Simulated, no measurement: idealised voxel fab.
You're looking at the process module voxel double patterning.
For reference, the cross-section in this document is cut, with width 150 nm and square cells of 5 nm.
Cross-section layout: square cells on a grid; listed as bands, top to bottom; a band spans one or more cell rows. The entry gives the band's vertical extent as a top height and a bottom height in nm, then its horizontal make-up as materials from left to right, each with a width in nm. "air" stands for empty space; a single material marked "all across" fills the band edge to edge. Heights are reckoned from 0. Under this level, the received wafer is all of one material. The bottommost band is open-ended downward, for example "0 down". Top row gets the first number, bottom row gets the second, and each row in between changes by the same step: that is how a band width like "30 to 40" works. "no change" after a step means that no cell of the cross-section changed. "Enclosed cavity list" specifies each empty space that is not open to the top and that occupies no fewer than 8 cells, using the form width x height at distance, the distance measured from the left edge and all three quantities in nm. It should be noted that, on the line of a given step, the content following the step's settings is a remark produced by the simulator itself with respect to that step. "overlay nm", when on a step's line for a step with a mask, measures how far to the right of its planned place the mask lay; a negative measure means to the left.
This section lists the process steps that were planned:
step 1: RECEIVE [material Si]
step 2: CONFORMAL_DEP [material SiN] [thk nm 10]
step 3: DIRECTIONAL_DEP [material SiO2] [thk nm 10]
step 4: DIRECTIONAL_DEP [material SiCN] [thk nm 5]
step 5: DIRECTIONAL_DEP [material aC] [thk nm 15]
step 6: PATTERN [tone open] [mask id FIRST] [material resist] [width nm 15] [pitch nm 50] [thk nm 35] [overlay nm 0]
step 7: DIRECTIONAL_ETCH [etch materials aC] [depth nm 15]
step 8: STRIP [etch materials resist]
step 9: DIRECTIONAL_ETCH [etch materials SiCN] [depth nm 5]
step 10: STRIP [etch materials aC]
step 11: PATTERN [tone open] [mask id SECOND] [material resist] [width nm 15] [thk nm 15] [overlay nm 0]
step 12: DIRECTIONAL_ETCH [etch materials SiCN] [depth nm 5]
step 13: STRIP [etch materials resist]
step 14: DIRECTIONAL_ETCH [etch materials SiO2] [depth nm 10]
step 15: STRIP [etch materials SiCN]
Incoming wafer in cross-section (state: after step 1):
  0 down  Si all across
  Enclosed cavity list: none
First wafer of two, sectioned at end of module; run went per plan:
  20 to 10  40 nm SiO2, 15 nm air, 10 nm SiO2, 15 nm air, 10 nm SiO2, 15 nm air, 45 nm SiO2
  10 to 0  SiN all across
  0 down  Si all across
  Enclosed cavity list: none
Wafer two cross-section, module end. Start and plan unchanged from wafer one; one mistake made during the run:
  20 to 10  40 nm SiO2, 15 nm air, 20 nm SiO2, 30 nm air, 45 nm SiO2
  10 to 0  SiN all across
  0 down  Si all across
  Enclosed cavity list: none
what went wrong: step 11 off recipe, ran as PATTERN [tone open] [mask id SECOND] [material resist] [width nm 15] [thk nm 15] [overlay nm 10]
By the end, you'd get the same cell count for each material on either wafer, but the second wafer puts them somewhere else.
